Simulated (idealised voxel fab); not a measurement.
voxel trench capacitor: a process module
For reference, the cross-section in this document is cut, with width 165 nm and square cells of 5 nm.
In what follows, cross-sections appear as grids of square cells, described through bands that run from the top down, where every band is one or more rows of cells.
Look at the band entry: it leads with the top's height and the bottom's height in nm. Then it lists the materials left to right, with a width in nm for each. The word "full width" on a single material says that material fills the band edge to edge. The word "blank" is empty space.
Heads up on the height convention: 0 is the point under which the incoming wafer is all one material, and the lowest band has no bottom, it just keeps going down, like "z 0 and below".
Per-row width for "30..40": begins at first number (top row of band), ends at second number (bottom row), increment between rows held constant.
No cell of the cross-section changed in a step that is given as "remained unchanged".
"Voids lacking openings": empty spaces of 8 cells or more with no open way to the top, each given as width x height at distance, distance from the left edge, all in nm.
after a step's settings: what the simulator itself notes on the step
If you see "overlay nm" on a step's line and that step has a mask, it's telling you how far right of where it was planned the mask ended up; a negative number means it went left instead.
Each of the pairs that make up the rest of this document says: here is the cross-section before one process step, here is the cross-section after it, drawn only down to the lowest band that changed, and here, under the pair, is the step lying between them with its settings. Different pairs may come from different runs of this module on the same starting wafer, so a pair continues from the pair above it only where its entry headed "State before step" says so.
State before step
- z 0 and below | Si full width
- Voids lacking openings: none
Post-Step Geometry
- z 10 to 0 | SiN full width
- below 0: unchanged
- Voids lacking openings: none
Step applied between the pre-step and post-step cross-sections shown above: CONFORMAL_DEP, material SiN, thk nm 10
State before step: It is represented by the cross-section appearing after the step of the pair directly above.
Post-Step Geometry
- z 10 to 0 | SiN 35 / blank 30 / SiN 30 / blank 30 / SiN 40
- below 0: unchanged
- Voids lacking openings: none
Step applied between the pre-step and post-step cross-sections shown above: MASKED_ETCH, tone open, mask id TRENCH, width nm 30, pitch nm 60, etch materials SiN, depth nm 10, overlay nm 0
State before step: It is represented by the cross-section appearing after the step of the pair directly above.
Post-Step Geometry
- z 10 to 0 | SiN 35 / blank 30 / SiN 30 / blank 30 / SiN 40
- z 0 to -35 | Si 35 / blank 30 / Si 30 / blank 30 / Si 40
- below -35: unchanged
- Voids lacking openings: none
Step applied between the pre-step and post-step cross-sections shown above: MASKED_ETCH, tone open, mask id TRENCH, width nm 30, pitch nm 60, etch materials Si, depth nm 35, overlay nm 0
State before step: It is represented by the cross-section appearing after the step of the pair directly above.
Post-Step Geometry
- z 15 to 10 | Al2O3 40 / blank 20 / Al2O3 40 / blank 20 / Al2O3 45
- z 10 to 0 | SiN 35 / Al2O3 5 / blank 20 / Al2O3 5 / SiN 30 / Al2O3 5 / blank 20 / Al2O3 5 / SiN 40
- z 0 to -30 | Si 35 / Al2O3 5 / blank 20 / Al2O3 5 / Si 30 / Al2O3 5 / blank 20 / Al2O3 5 / Si 40
- z -30 to -35 | Si 35 / Al2O3 30 / Si 30 / Al2O3 30 / Si 40
- below -35: unchanged
- Voids lacking openings: none
Step applied between the pre-step and post-step cross-sections shown above: CONFORMAL_DEP, material Al2O3, thk nm 5
State before step: It is represented by the cross-section appearing after the step of the pair directly above.
Post-Step Geometry
- z 20 to 15 | TiN 45 / blank 10 / TiN 50 / blank 10 / TiN 50
- z 15 to 10 | Al2O3 40 / TiN 5 / blank 10 / TiN 5 / Al2O3 40 / TiN 5 / blank 10 / TiN 5 / Al2O3 45
- z 10 to 0 | SiN 35 / Al2O3 5 / TiN 5 / blank 10 / TiN 5 / Al2O3 5 / SiN 30 / Al2O3 5 / TiN 5 / blank 10 / TiN 5 / Al2O3 5 / SiN 40
- z 0 to -25 | Si 35 / Al2O3 5 / TiN 5 / blank 10 / TiN 5 / Al2O3 5 / Si 30 / Al2O3 5 / TiN 5 / blank 10 / TiN 5 / Al2O3 5 / Si 40
- z -25 to -30 | Si 35 / Al2O3 5 / TiN 20 / Al2O3 5 / Si 30 / Al2O3 5 / TiN 20 / Al2O3 5 / Si 40
- below -30: unchanged
- Voids lacking openings: none
Step applied between the pre-step and post-step cross-sections shown above: CONFORMAL_DEP, material TiN, thk nm 5
State before step: It is represented by the cross-section appearing after the step of the pair directly above.
Post-Step Geometry
- z 30 to 20 | W full width
- z 20 to 15 | TiN 45 / W 10 / TiN 50 / W 10 / TiN 50
- z 15 to 10 | Al2O3 40 / TiN 5 / W 10 / TiN 5 / Al2O3 40 / TiN 5 / W 10 / TiN 5 / Al2O3 45
- z 10 to 0 | SiN 35 / Al2O3 5 / TiN 5 / W 10 / TiN 5 / Al2O3 5 / SiN 30 / Al2O3 5 / TiN 5 / W 10 / TiN 5 / Al2O3 5 / SiN 40
- z 0 to -25 | Si 35 / Al2O3 5 / TiN 5 / W 10 / TiN 5 / Al2O3 5 / Si 30 / Al2O3 5 / TiN 5 / W 10 / TiN 5 / Al2O3 5 / Si 40
- below -25: unchanged
- Voids lacking openings: none
Step applied between the pre-step and post-step cross-sections shown above: FILL_DEP, material W, thk nm 10
State before step: It is represented by the cross-section appearing after the step of the pair directly above.
Post-Step Geometry
- z 10 to 0 | SiN 35 / Al2O3 5 / TiN 5 / W 10 / TiN 5 / Al2O3 5 / SiN 30 / Al2O3 5 / TiN 5 / W 10 / TiN 5 / Al2O3 5 / SiN 40
- below 0: unchanged
- Voids lacking openings: none
Step applied between the pre-step and post-step cross-sections shown above: CMP, height nm 10
State before step
- z 10 to 0 | SiN 35 / blank 30 / SiN 30 / blank 30 / SiN 40
- z 0 to -35 | Si 35 / blank 30 / Si 30 / blank 30 / Si 40
- z -35 and below | Si full width
- Voids lacking openings: none
Post-Step Geometry
- z 15 to 10 | TiN 40 / blank 20 / TiN 40 / blank 20 / TiN 45
- z 10 to 0 | SiN 35 / TiN 5 / blank 20 / TiN 5 / SiN 30 / TiN 5 / blank 20 / TiN 5 / SiN 40
- z 0 to -30 | Si 35 / TiN 5 / blank 20 / TiN 5 / Si 30 / TiN 5 / blank 20 / TiN 5 / Si 40
- z -30 to -35 | Si 35 / TiN 30 / Si 30 / TiN 30 / Si 40
- below -35: unchanged
- Voids lacking openings: none
Step applied between the pre-step and post-step cross-sections shown above: CONFORMAL_DEP, material TiN, thk nm 5
State before step: It is represented by the cross-section appearing after the step of the pair directly above.
Post-Step Geometry
- z 25 to 15 | W full width
- z 15 to 10 | TiN 40 / W 20 / TiN 40 / W 20 / TiN 45
- z 10 to 0 | SiN 35 / TiN 5 / W 20 / TiN 5 / SiN 30 / TiN 5 / W 20 / TiN 5 / SiN 40
- z 0 to -30 | Si 35 / TiN 5 / W 20 / TiN 5 / Si 30 / TiN 5 / W 20 / TiN 5 / Si 40
- below -30: unchanged
- Voids lacking openings: none
Step applied between the pre-step and post-step cross-sections shown above: FILL_DEP, material W, thk nm 10
State before step: It is represented by the cross-section appearing after the step of the pair directly above.
Post-Step Geometry
- z 10 to 0 | SiN 35 / TiN 5 / W 20 / TiN 5 / SiN 30 / TiN 5 / W 20 / TiN 5 / SiN 40
- below 0: unchanged
- Voids lacking openings: none
Step applied between the pre-step and post-step cross-sections shown above: CMP, height nm 10
State before step
- z 10 to 0 | SiN 35 / blank 30 / SiN 30 / blank 30 / SiN 40
- z 0 to -35 | Si 35 / blank 30 / Si 30 / blank 30 / Si 40
- z -35 and below | Si full width
- Voids lacking openings: none
Post-Step Geometry
- z 10 to 0 | SiN 35 / blank 30 / SiN 30 / blank 30 / SiN 40
- z 0 to -70 | Si 35 / blank 30 / Si 30 / blank 30 / Si 40
- below -70: unchanged
- Voids lacking openings: none
Step applied between the pre-step and post-step cross-sections shown above: MASKED_ETCH, tone open, mask id TRENCH, width nm 30, pitch nm 60, etch materials Si, depth nm 35, overlay nm 0
State before step: It is represented by the cross-section appearing after the step of the pair directly above.
Post-Step Geometry
- z 15 to 10 | Al2O3 40 / blank 20 / Al2O3 40 / blank 20 / Al2O3 45
- z 10 to 0 | SiN 35 / Al2O3 5 / blank 20 / Al2O3 5 / SiN 30 / Al2O3 5 / blank 20 / Al2O3 5 / SiN 40
- z 0 to -65 | Si 35 / Al2O3 5 / blank 20 / Al2O3 5 / Si 30 / Al2O3 5 / blank 20 / Al2O3 5 / Si 40
- z -65 to -70 | Si 35 / Al2O3 30 / Si 30 / Al2O3 30 / Si 40
- below -70: unchanged
- Voids lacking openings: none
Step applied between the pre-step and post-step cross-sections shown above: CONFORMAL_DEP, material Al2O3, thk nm 5
State before step: It is represented by the cross-section appearing after the step of the pair directly above.
Post-Step Geometry
- z 20 to 15 | TiN 45 / blank 10 / TiN 50 / blank 10 / TiN 50
- z 15 to 10 | Al2O3 40 / TiN 5 / blank 10 / TiN 5 / Al2O3 40 / TiN 5 / blank 10 / TiN 5 / Al2O3 45
- z 10 to 0 | SiN 35 / Al2O3 5 / TiN 5 / blank 10 / TiN 5 / Al2O3 5 / SiN 30 / Al2O3 5 / TiN 5 / blank 10 / TiN 5 / Al2O3 5 / SiN 40
- z 0 to -60 | Si 35 / Al2O3 5 / TiN 5 / blank 10 / TiN 5 / Al2O3 5 / Si 30 / Al2O3 5 / TiN 5 / blank 10 / TiN 5 / Al2O3 5 / Si 40
- z -60 to -65 | Si 35 / Al2O3 5 / TiN 20 / Al2O3 5 / Si 30 / Al2O3 5 / TiN 20 / Al2O3 5 / Si 40
- below -65: unchanged
- Voids lacking openings: none
Step applied between the pre-step and post-step cross-sections shown above: CONFORMAL_DEP, material TiN, thk nm 5
State before step: It is represented by the cross-section appearing after the step of the pair directly above.
Post-Step Geometry
- z 30 to 20 | W full width
- z 20 to 15 | TiN 45 / W 10 / TiN 50 / W 10 / TiN 50
- z 15 to 10 | Al2O3 40 / TiN 5 / W 10 / TiN 5 / Al2O3 40 / TiN 5 / W 10 / TiN 5 / Al2O3 45
- z 10 to 0 | SiN 35 / Al2O3 5 / TiN 5 / W 10 / TiN 5 / Al2O3 5 / SiN 30 / Al2O3 5 / TiN 5 / W 10 / TiN 5 / Al2O3 5 / SiN 40
- z 0 to -60 | Si 35 / Al2O3 5 / TiN 5 / W 10 / TiN 5 / Al2O3 5 / Si 30 / Al2O3 5 / TiN 5 / W 10 / TiN 5 / Al2O3 5 / Si 40
- below -60: unchanged
- Voids lacking openings: none
Step applied between the pre-step and post-step cross-sections shown above: FILL_DEP, material W, thk nm 10
State before step: It is represented by the cross-section appearing after the step of the pair directly above.
Post-Step Geometry
- z 10 to 0 | SiN 35 / Al2O3 5 / TiN 5 / W 10 / TiN 5 / Al2O3 5 / SiN 30 / Al2O3 5 / TiN 5 / W 10 / TiN 5 / Al2O3 5 / SiN 40
- below 0: unchanged
- Voids lacking openings: none
Step applied between the pre-step and post-step cross-sections shown above: CMP, height nm 10
State before step
- z 15 to 10 | TiN 40 / blank 20 / TiN 40 / blank 20 / TiN 45
- z 10 to 0 | SiN 35 / TiN 5 / blank 20 / TiN 5 / SiN 30 / TiN 5 / blank 20 / TiN 5 / SiN 40
- z 0 to -30 | Si 35 / TiN 5 / blank 20 / TiN 5 / Si 30 / TiN 5 / blank 20 / TiN 5 / Si 40
- z -30 to -35 | Si 35 / TiN 30 / Si 30 / TiN 30 / Si 40
- z -35 and below | Si full width
- Voids lacking openings: none
Post-Step Geometry
- z 20 to 15 | Al2O3 45 / blank 10 / Al2O3 50 / blank 10 / Al2O3 50
- z 15 to 10 | TiN 40 / Al2O3 5 / blank 10 / Al2O3 5 / TiN 40 / Al2O3 5 / blank 10 / Al2O3 5 / TiN 45
- z 10 to 0 | SiN 35 / TiN 5 / Al2O3 5 / blank 10 / Al2O3 5 / TiN 5 / SiN 30 / TiN 5 / Al2O3 5 / blank 10 / Al2O3 5 / TiN 5 / SiN 40
- z 0 to -25 | Si 35 / TiN 5 / Al2O3 5 / blank 10 / Al2O3 5 / TiN 5 / Si 30 / TiN 5 / Al2O3 5 / blank 10 / Al2O3 5 / TiN 5 / Si 40
- z -25 to -30 | Si 35 / TiN 5 / Al2O3 20 / TiN 5 / Si 30 / TiN 5 / Al2O3 20 / TiN 5 / Si 40
- below -30: unchanged
- Voids lacking openings: none
Step applied between the pre-step and post-step cross-sections shown above: CONFORMAL_DEP, material Al2O3, thk nm 5
State before step: It is represented by the cross-section appearing after the step of the pair directly above.
Post-Step Geometry
- z 30 to 20 | W full width
- z 20 to 15 | Al2O3 45 / W 10 / Al2O3 50 / W 10 / Al2O3 50
- z 15 to 10 | TiN 40 / Al2O3 5 / W 10 / Al2O3 5 / TiN 40 / Al2O3 5 / W 10 / Al2O3 5 / TiN 45
- z 10 to 0 | SiN 35 / TiN 5 / Al2O3 5 / W 10 / Al2O3 5 / TiN 5 / SiN 30 / TiN 5 / Al2O3 5 / W 10 / Al2O3 5 / TiN 5 / SiN 40
- z 0 to -25 | Si 35 / TiN 5 / Al2O3 5 / W 10 / Al2O3 5 / TiN 5 / Si 30 / TiN 5 / Al2O3 5 / W 10 / Al2O3 5 / TiN 5 / Si 40
- below -25: unchanged
- Voids lacking openings: none
Step applied between the pre-step and post-step cross-sections shown above: FILL_DEP, material W, thk nm 10
State before step: It is represented by the cross-section appearing after the step of the pair directly above.
Post-Step Geometry
- z 10 to 0 | SiN 35 / TiN 5 / Al2O3 5 / W 10 / Al2O3 5 / TiN 5 / SiN 30 / TiN 5 / Al2O3 5 / W 10 / Al2O3 5 / TiN 5 / SiN 40
- below 0: unchanged
- Voids lacking openings: none
Step applied between the pre-step and post-step cross-sections shown above: CMP, height nm 10
State before step
- z 30 to 20 | W full width
- z 20 to 15 | TiN 45 / W 10 / TiN 50 / W 10 / TiN 50
- z 15 to 10 | Al2O3 40 / TiN 5 / W 10 / TiN 5 / Al2O3 40 / TiN 5 / W 10 / TiN 5 / Al2O3 45
- z 10 to 0 | SiN 35 / Al2O3 5 / TiN 5 / W 10 / TiN 5 / Al2O3 5 / SiN 30 / Al2O3 5 / TiN 5 / W 10 / TiN 5 / Al2O3 5 / SiN 40
- z 0 to -25 | Si 35 / Al2O3 5 / TiN 5 / W 10 / TiN 5 / Al2O3 5 / Si 30 / Al2O3 5 / TiN 5 / W 10 / TiN 5 / Al2O3 5 / Si 40
- z -25 to -30 | Si 35 / Al2O3 5 / TiN 20 / Al2O3 5 / Si 30 / Al2O3 5 / TiN 20 / Al2O3 5 / Si 40
- z -30 to -35 | Si 35 / Al2O3 30 / Si 30 / Al2O3 30 / Si 40
- z -35 and below | Si full width
- Voids lacking openings: none
Post-Step Geometry
- z 5 to 0 | SiN 35 / Al2O3 5 / TiN 5 / W 10 / TiN 5 / Al2O3 5 / SiN 30 / Al2O3 5 / TiN 5 / W 10 / TiN 5 / Al2O3 5 / SiN 40
- below 0: unchanged
- Voids lacking openings: none
Step applied between the pre-step and post-step cross-sections shown above: CMP, height nm 5
State before step
- z 10 to 0 | SiN full width
- z 0 and below | Si full width
- Voids lacking openings: none
Post-Step Geometry
- z 10 to 0 | SiN 40 / blank 20 / SiN 40 / blank 20 / SiN 45
- below 0: unchanged
- Voids lacking openings: none
Step applied between the pre-step and post-step cross-sections shown above: MASKED_ETCH, tone open, mask id TRENCH, width nm 20, pitch nm 60, etch materials SiN, depth nm 10, overlay nm 0
State before step: It is represented by the cross-section appearing after the step of the pair directly above.
Post-Step Geometry
- z 10 to 0 | SiN 40 / blank 20 / SiN 40 / blank 20 / SiN 45
- z 0 to -35 | Si 40 / blank 20 / Si 40 / blank 20 / Si 45
- below -35: unchanged
- Voids lacking openings: none
Step applied between the pre-step and post-step cross-sections shown above: MASKED_ETCH, tone open, mask id TRENCH, width nm 30, pitch nm 60, etch materials Si, depth nm 35, overlay nm 0
State before step: It is represented by the cross-section appearing after the step of the pair directly above.
Post-Step Geometry
- z 15 to 10 | Al2O3 45 / blank 10 / Al2O3 50 / blank 10 / Al2O3 50
- z 10 to 0 | SiN 40 / Al2O3 5 / blank 10 / Al2O3 5 / SiN 40 / Al2O3 5 / blank 10 / Al2O3 5 / SiN 45
- z 0 to -30 | Si 40 / Al2O3 5 / blank 10 / Al2O3 5 / Si 40 / Al2O3 5 / blank 10 / Al2O3 5 / Si 45
- z -30 to -35 | Si 40 / Al2O3 20 / Si 40 / Al2O3 20 / Si 45
- below -35: unchanged
- Voids lacking openings: none
Step applied between the pre-step and post-step cross-sections shown above: CONFORMAL_DEP, material Al2O3, thk nm 5
State before step: It is represented by the cross-section appearing after the step of the pair directly above.
Post-Step Geometry
- z 20 to 15 | TiN full width
- z 15 to 10 | Al2O3 45 / TiN 10 / Al2O3 50 / TiN 10 / Al2O3 50
- z 10 to 0 | SiN 40 / Al2O3 5 / TiN 10 / Al2O3 5 / SiN 40 / Al2O3 5 / TiN 10 / Al2O3 5 / SiN 45
- z 0 to -30 | Si 40 / Al2O3 5 / TiN 10 / Al2O3 5 / Si 40 / Al2O3 5 / TiN 10 / Al2O3 5 / Si 45
- below -30: unchanged
- Voids lacking openings: none
Step applied between the pre-step and post-step cross-sections shown above: CONFORMAL_DEP, material TiN, thk nm 5
State before step: It is represented by the cross-section appearing after the step of the pair directly above.
Post-Step Geometry
- z 30 to 20 | W full width
- below 20: unchanged
- Voids lacking openings: none
Step applied between the pre-step and post-step cross-sections shown above: FILL_DEP, material W, thk nm 10
State before step: It is represented by the cross-section appearing after the step of the pair directly above.
Post-Step Geometry
- z 10 to 0 | SiN 40 / Al2O3 5 / TiN 10 / Al2O3 5 / SiN 40 / Al2O3 5 / TiN 10 / Al2O3 5 / SiN 45
- below 0: unchanged
- Voids lacking openings: none
Step applied between the pre-step and post-step cross-sections shown above: CMP, height nm 10
State before step
- z 10 to 0 | SiN 35 / blank 30 / SiN 30 / blank 30 / SiN 40
- z 0 and below | Si full width
- Voids lacking openings: none
Post-Step Geometry
- z 10 to 0 | SiN 35 / blank 30 / SiN 30 / blank 30 / SiN 40
- z 0 to -35 | Si 35 / blank 20 / Si 40 / blank 20 / Si 50
- below -35: unchanged
- Voids lacking openings: none
Step applied between the pre-step and post-step cross-sections shown above: MASKED_ETCH, tone open, mask id TRENCH, width nm 30, pitch nm 60, etch materials Si, depth nm 35, overlay nm -10
State before step: It is represented by the cross-section appearing after the step of the pair directly above.
Post-Step Geometry
- z 15 to 10 | Al2O3 40 / blank 20 / Al2O3 40 / blank 20 / Al2O3 45
- z 10 to 0 | SiN 35 / Al2O3 5 / blank 20..10 / Al2O3 5..15 / SiN 30 / Al2O3 5 / blank 20..10 / Al2O3 5..15 / SiN 40
- z 0 to -30 | Si 35 / Al2O3 5 / blank 10 / Al2O3 5 / Si 40 / Al2O3 5 / blank 10 / Al2O3 5 / Si 50
- z -30 to -35 | Si 35 / Al2O3 20 / Si 40 / Al2O3 20 / Si 50
- below -35: unchanged
- Voids lacking openings: none
Step applied between the pre-step and post-step cross-sections shown above: CONFORMAL_DEP, material Al2O3, thk nm 5
State before step: It is represented by the cross-section appearing after the step of the pair directly above.
Post-Step Geometry
- z 20 to 15 | TiN 45 / blank 10 / TiN 50 / blank 10 / TiN 50
- z 15 to 10 | Al2O3 40 / TiN 5 / blank 10 / TiN 5 / Al2O3 40 / TiN 5 / blank 10 / TiN 5 / Al2O3 45
- z 10 to 0 | SiN 35 / Al2O3 5 / TiN 20..10 / Al2O3 5..15 / SiN 30 / Al2O3 5 / TiN 20..10 / Al2O3 5..15 / SiN 40
- z 0 to -30 | Si 35 / Al2O3 5 / TiN 10 / Al2O3 5 / Si 40 / Al2O3 5 / TiN 10 / Al2O3 5 / Si 50
- below -30: unchanged
- Voids lacking openings: none
Step applied between the pre-step and post-step cross-sections shown above: CONFORMAL_DEP, material TiN, thk nm 5
State before step: It is represented by the cross-section appearing after the step of the pair directly above.
Post-Step Geometry
- z 30 to 20 | W full width
- z 20 to 15 | TiN 45 / W 10 / TiN 50 / W 10 / TiN 50
- z 15 to 10 | Al2O3 40 / TiN 5 / W 10 / TiN 5 / Al2O3 40 / TiN 5 / W 10 / TiN 5 / Al2O3 45
- below 10: unchanged
- Voids lacking openings: none
Step applied between the pre-step and post-step cross-sections shown above: FILL_DEP, material W, thk nm 10
State before step: It is represented by the cross-section appearing after the step of the pair directly above.
Post-Step Geometry
- z 10 to 0 | SiN 35 / Al2O3 5 / TiN 20..10 / Al2O3 5..15 / SiN 30 / Al2O3 5 / TiN 20..10 / Al2O3 5..15 / SiN 40
- below 0: unchanged
- Voids lacking openings: none
Step applied between the pre-step and post-step cross-sections shown above: CMP, height nm 10
State before step
- z 10 to 0 | SiN 35 / blank 30 / SiN 30 / blank 30 / SiN 40
- z 0 to -35 | Si 35 / blank 30 / Si 30 / blank 30 / Si 40
- z -35 and below | Si full width
- Voids lacking openings: none
Post-Step Geometry
- z 15 to 0 | SiN 40 / blank 20 / SiN 40 / blank 20 / SiN 45
- z 0 to -30 | Si 35 / SiN 5 / blank 20 / SiN 5 / Si 30 / SiN 5 / blank 20 / SiN 5 / Si 40
- z -30 to -35 | Si 35 / SiN 30 / Si 30 / SiN 30 / Si 40
- below -35: unchanged
- Voids lacking openings: none
Step applied between the pre-step and post-step cross-sections shown above: CONFORMAL_DEP, material SiN, thk nm 5
State before step: It is represented by the cross-section appearing after the step of the pair directly above.
Post-Step Geometry
- z 20 to 15 | TiN 45 / blank 10 / TiN 50 / blank 10 / TiN 50
- z 15 to 0 | SiN 40 / TiN 5 / blank 10 / TiN 5 / SiN 40 / TiN 5 / blank 10 / TiN 5 / SiN 45
- z 0 to -25 | Si 35 / SiN 5 / TiN 5 / blank 10 / TiN 5 / SiN 5 / Si 30 / SiN 5 / TiN 5 / blank 10 / TiN 5 / SiN 5 / Si 40
- z -25 to -30 | Si 35 / SiN 5 / TiN 20 / SiN 5 / Si 30 / SiN 5 / TiN 20 / SiN 5 / Si 40
- below -30: unchanged
- Voids lacking openings: none
Step applied between the pre-step and post-step cross-sections shown above: CONFORMAL_DEP, material TiN, thk nm 5
State before step: It is represented by the cross-section appearing after the step of the pair directly above.
Post-Step Geometry
- z 30 to 20 | W full width
- z 20 to 15 | TiN 45 / W 10 / TiN 50 / W 10 / TiN 50
- z 15 to 0 | SiN 40 / TiN 5 / W 10 / TiN 5 / SiN 40 / TiN 5 / W 10 / TiN 5 / SiN 45
- z 0 to -25 | Si 35 / SiN 5 / TiN 5 / W 10 / TiN 5 / SiN 5 / Si 30 / SiN 5 / TiN 5 / W 10 / TiN 5 / SiN 5 / Si 40
- below -25: unchanged
- Voids lacking openings: none
Step applied between the pre-step and post-step cross-sections shown above: FILL_DEP, material W, thk nm 10
State before step: It is represented by the cross-section appearing after the step of the pair directly above.
Post-Step Geometry
- z 10 to 0 | SiN 40 / TiN 5 / W 10 / TiN 5 / SiN 40 / TiN 5 / W 10 / TiN 5 / SiN 45
- below 0: unchanged
- Voids lacking openings: none
Step applied between the pre-step and post-step cross-sections shown above: CMP, height nm 10
State before step
- z 10 to 0 | SiN full width
- z 0 and below | Si full width
- Voids lacking openings: none
Post-Step Geometry
- z 10 to 0 | blank 35 / SiN 30 / blank 30 / SiN 30 / blank 40
- below 0: unchanged
- Voids lacking openings: none
Step applied between the pre-step and post-step cross-sections shown above: MASKED_ETCH, tone cover, mask id TRENCH, width nm 30, pitch nm 60, etch materials SiN, depth nm 10, overlay nm 0
State before step: It is represented by the cross-section appearing after the step of the pair directly above.
Post-Step Geometry
- z 15 to 10 | blank 30 / Al2O3 40 / blank 20 / Al2O3 40 / blank 35
- z 10 to 5 | blank 30 / Al2O3 5 / SiN 30 / Al2O3 5 / blank 20 / Al2O3 5 / SiN 30 / Al2O3 5 / blank 35
- z 5 to 0 | Al2O3 35 / SiN 30 / Al2O3 30 / SiN 30 / Al2O3 40
- below 0: unchanged
- Voids lacking openings: none
Step applied between the pre-step and post-step cross-sections shown above: CONFORMAL_DEP, material Al2O3, thk nm 5
State before step: It is represented by the cross-section appearing after the step of the pair directly above.
Post-Step Geometry
- z 20 to 15 | blank 25 / TiN 50 / blank 10 / TiN 50 / blank 30
- z 15 to 10 | blank 25 / TiN 5 / Al2O3 40 / TiN 5 / blank 10 / TiN 5 / Al2O3 40 / TiN 5 / blank 30
- z 10 to 5 | TiN 30 / Al2O3 5 / SiN 30 / Al2O3 5 / TiN 20 / Al2O3 5 / SiN 30 / Al2O3 5 / TiN 35
- below 5: unchanged
- Voids lacking openings: none
Step applied between the pre-step and post-step cross-sections shown above: CONFORMAL_DEP, material TiN, thk nm 5
State before step: It is represented by the cross-section appearing after the step of the pair directly above.
Post-Step Geometry
- z 30 to 20 | W full width
- z 20 to 15 | W 25 / TiN 50 / W 10 / TiN 50 / W 30
- z 15 to 10 | W 25 / TiN 5 / Al2O3 40 / TiN 5 / W 10 / TiN 5 / Al2O3 40 / TiN 5 / W 30
- below 10: unchanged
- Voids lacking openings: none
Step applied between the pre-step and post-step cross-sections shown above: FILL_DEP, material W, thk nm 10
State before step: It is represented by the cross-section appearing after the step of the pair directly above.
Post-Step Geometry
- z 10 to 5 | TiN 30 / Al2O3 5 / SiN 30 / Al2O3 5 / TiN 20 / Al2O3 5 / SiN 30 / Al2O3 5 / TiN 35
- below 5: unchanged
- Voids lacking openings: none
Step applied between the pre-step and post-step cross-sections shown above: CMP, height nm 10
